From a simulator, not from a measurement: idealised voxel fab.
Herein follows the process module entitled voxel self aligned contacts.
Cross-section cut: width 280 nm, square cells of 5 nm.
Heads up, the way a cross-section reads in here is a grid of square cells, handed over as bands from the top down, with every band being one or more rows of cells.
Heads up on the band format: heights come first, top then bottom, in nm. After that it's the materials left to right, each with its width in nm. A single material flagged "everywhere" fills the whole band edge to edge, and "empty" means there's empty space there.
We count height from 0. Below that, the starting wafer is all one material. The lowest band never ends at the bottom but goes on down; see "0 -> down" for how that is written.
Top row gets the first number, bottom row gets the second, and each row in between changes by the same step: that is how a band width like "30..40" works.
Key: "remains unaltered" - step with no changed cell in the cross-section.
Reported under the label "Unvented internal voids" are the empty spaces having no open way to the top and comprising 8 cells or more; the notation for each is width x height at distance, in which the distance is measured from the left edge and all three values are in nm.
after a step's settings: what the simulator itself notes on the step
If you see "overlay nm" on a step's line and that step has a mask, it's telling you how far right of where it was planned the mask ended up; a negative number means it went left instead.

Planned process steps:
| 1 | RECEIVE (material Si) |
| 2 | CONFORMAL_DEP (material SiO2; thk nm 5) |
| 3 | DIRECTIONAL_DEP (material polySi; thk nm 25) |
| 4 | DIRECTIONAL_DEP (material SiN; thk nm 20) |
| 5 | PATTERN (tone cover; mask id GATE; material resist; width nm 30; pitch nm 55; thk nm 20; overlay nm 0) |
| 6 | DIRECTIONAL_ETCH (etch materials SiN; depth nm 20) |
| 7 | DIRECTIONAL_ETCH (etch materials polySi; depth nm 25) |
| 8 | STRIP (etch materials resist) |
| 9 | CONFORMAL_DEP (material SiN; thk nm 5) |
| 10 | DIRECTIONAL_ETCH (etch materials SiN; depth nm 5) |
| 11 | FILL_DEP (material SiO2; thk nm 10) |
| 12 | CMP (height nm 55) |
| 13 | PATTERN (tone open; mask id CONTACT; material resist; width nm 35; pitch nm 55; thk nm 15; overlay nm 0) |
| 14 | DIRECTIONAL_ETCH (etch materials SiO2; depth nm 55) |
| 15 | STRIP (etch materials resist) |
| 16 | CONFORMAL_DEP (material TiN; thk nm 5) |
| 17 | FILL_DEP (material W; thk nm 10) |
| 18 | CMP (height nm 55) |
| 19 | CONFORMAL_DEP (material SiN; thk nm 5) |

Wafer as received: cross-section following step 1:
> 0 -> down | Si everywhere
> Unvented internal voids: none

End-of-module cross-section. Starting structure and process plan as above; one mistake made in running it:
> 60 -> 55 | W everywhere
> 55 -> 50 | 95 nm SiO2; 15 nm TiN; 5 nm W; 15 nm TiN; 20 nm SiO2; 15 nm TiN; 5 nm W; 15 nm TiN; 95 nm SiO2
> 50 -> 30 | 65 nm SiO2; 40 nm SiN; 5 nm TiN; 5 nm W; 5 nm TiN; 40 nm SiN; 5 nm TiN; 5 nm W; 5 nm TiN; 40 nm SiN; 65 nm SiO2
> 30 -> 5 | 65 nm SiO2; 5 nm SiN; 30 nm polySi; 5 nm SiN; 5 nm TiN; 5 nm W; 5 nm TiN; 5 nm SiN; 30 nm polySi; 5 nm SiN; 5 nm TiN; 5 nm W; 5 nm TiN; 5 nm SiN; 30 nm polySi; 5 nm SiN; 65 nm SiO2
> 5 -> 0 | 105 nm SiO2; 15 nm TiN; 40 nm SiO2; 15 nm TiN; 105 nm SiO2
> 0 -> down | Si everywhere
> Unvented internal voids: none
The mistake made against the process plan was this: it should be noted that step 19 was executed with settings other than those planned, the operation and settings actually applied being CONFORMAL_DEP (material W; thk nm 5)
